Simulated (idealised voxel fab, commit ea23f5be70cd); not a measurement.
process module | voxel transistor to metal
cross-section cut | 205 nm wide | cells 5 nm
A cross-section is a grid of square cells, given in bands from the top down. A band is one or more rows of cells.
Each band's line starts with the height of the band's top and of its bottom, in nm. Then come its materials from left to right, each with its width in nm. One material with "throughout" fills the band from edge to edge. "air" is empty space.
Height 0 is the level under which the wafer as received is all one material. The lowest band goes on downwards, as in "0 down".
A width such as "30 to 40" changes by the same amount from each row of cells to the next, from the band's top row to its bottom row.
"no change" after a step means that no cell of the cross-section changed.
closed voids: empty space of 8 cells or more with no open way to the top, each as width x height at its distance from the left edge, in nm
after a step's settings: what the simulator itself notes on the step
overlay nm, on a step with a mask: how far to the right of its planned place the mask lay; to the left if negative
plan
1 op RECEIVE | material Si
2 op OXIDIZE | depth nm 5
3 op CONFORMAL_DEP | material SiN | thk nm 10
4 op MASKED_ETCH | tone cover | mask id ACTIVE | width nm 95 | etch materials SiN | depth nm 10 | overlay nm 0
5 op MASKED_ETCH | tone cover | mask id ACTIVE | width nm 95 | etch materials SiO2 | depth nm 5 | overlay nm 0
6 op MASKED_ETCH | tone cover | mask id ACTIVE | width nm 95 | etch materials Si | depth nm 30 | overlay nm 0
7 op OXIDIZE | depth nm 5
8 op FILL_DEP | material SiO2 | thk nm 5
9 op CMP | height nm 10
10 op SELECTIVE_ETCH | etch materials SiO2 | depth nm 5
11 op STRIP | etch materials SiN
12 op SELECTIVE_ETCH | etch materials SiO2 | depth nm 5
13 op OXIDIZE | depth nm 5
14 op DIRECTIONAL_DEP | material polySi | thk nm 20
15 op DIRECTIONAL_DEP | material SiCN | thk nm 10
16 op MASKED_ETCH | tone cover | mask id GATE | width nm 25 | etch materials SiCN | depth nm 20 | overlay nm 0
17 op MASKED_ETCH | tone cover | mask id GATE | width nm 25 | etch materials polySi | depth nm 30 | overlay nm 0
18 op CONFORMAL_DEP | material SiO2 | thk nm 5
19 op DIRECTIONAL_ETCH | etch materials SiO2 | depth nm 5
20 op CONFORMAL_DEP | material SiN | thk nm 5
21 op DIRECTIONAL_ETCH | etch materials SiN | depth nm 5
22 op DIRECTIONAL_ETCH | etch materials SiO2 | depth nm 5
23 op EPI | material pSi | thk nm 5
24 op FILL_DEP | material SiO2 | thk nm 10
25 op CMP | height nm 25
26 op DIRECTIONAL_DEP | material SiO2 | thk nm 10
27 op DIRECTIONAL_DEP | material aC | thk nm 15
28 op PATTERN | tone open | mask id CONTACT | material resist | width nm 15 | pitch nm 70 | thk nm 35 | overlay nm 0
29 op DIRECTIONAL_ETCH | etch materials aC | depth nm 15
30 op STRIP | etch materials resist
31 op DIRECTIONAL_ETCH | etch materials SiO2 | depth nm 40
32 op STRIP | etch materials aC
33 op CONFORMAL_DEP | material TiN | thk nm 5
34 op FILL_DEP | material W | thk nm 10
35 op CMP | height nm 35
36 op CONFORMAL_DEP | material SiCN | thk nm 5
37 op DIRECTIONAL_DEP | material lowk | thk nm 20
38 op MASKED_ETCH | tone open | mask id METAL_1 | width nm 15 | pitch nm 70 | etch materials lowk | depth nm 20 | overlay nm 0
39 op MASKED_ETCH | tone open | mask id METAL_1 | width nm 15 | pitch nm 70 | etch materials SiCN | depth nm 5 | overlay nm 0
40 op CONFORMAL_DEP | material TiN | thk nm 5
41 op FILL_DEP | material Cu | thk nm 10
42 op CMP | height nm 60
43 op CONFORMAL_DEP | material SiN | thk nm 5
as received, after step 1
  0 down: Si throughout
  closed voids: none
a wafer at the end: this start, this plan, one mistake
  65 to 60: SiN throughout
  60 to 40: lowk 60 | TiN 5 | Cu 5 | TiN 5 | lowk 55 | TiN 5 | Cu 5 | TiN 5 | lowk 60
  40 to 35: SiCN 60 | TiN 15 | SiCN 55 | TiN 15 | SiCN 60
  35 to 25: SiO2 60 | TiN 5 | W 5 | TiN 5 | SiO2 55 | TiN 5 | W 5 | TiN 5 | SiO2 60
  25 to 15: SiO2 60 | TiN 5 | W 5 | TiN 5 | SiO2 5 | SiN 5 | SiO2 5 | SiCN 25 | SiO2 5 | SiN 5 | SiO2 5 | TiN 5 | W 5 | TiN 5 | SiO2 60
  15 to 0: SiO2 60 | TiN 5 | W 5 | TiN 5 | SiO2 5 | SiN 5 | SiO2 5 | polySi 25 | SiO2 5 | SiN 5 | SiO2 5 | TiN 5 | W 5 | TiN 5 | SiO2 60
  0 to -5: SiO2 55 | SiN 5 | TiN 15 | SiO2 5 | SiN 5 | SiO2 5 | polySi 25 | SiO2 5 | SiN 5 | SiO2 5 | TiN 15 | SiN 5 | SiO2 55
  -5 to -10: SiO2 60 | pSi 20 | SiO2 45 | pSi 20 | SiO2 60
  -10 to -70: SiO2 60 | Si 85 | SiO2 60
  -70 down: Si throughout
  closed voids: none
what went wrong: step 6 was run twice
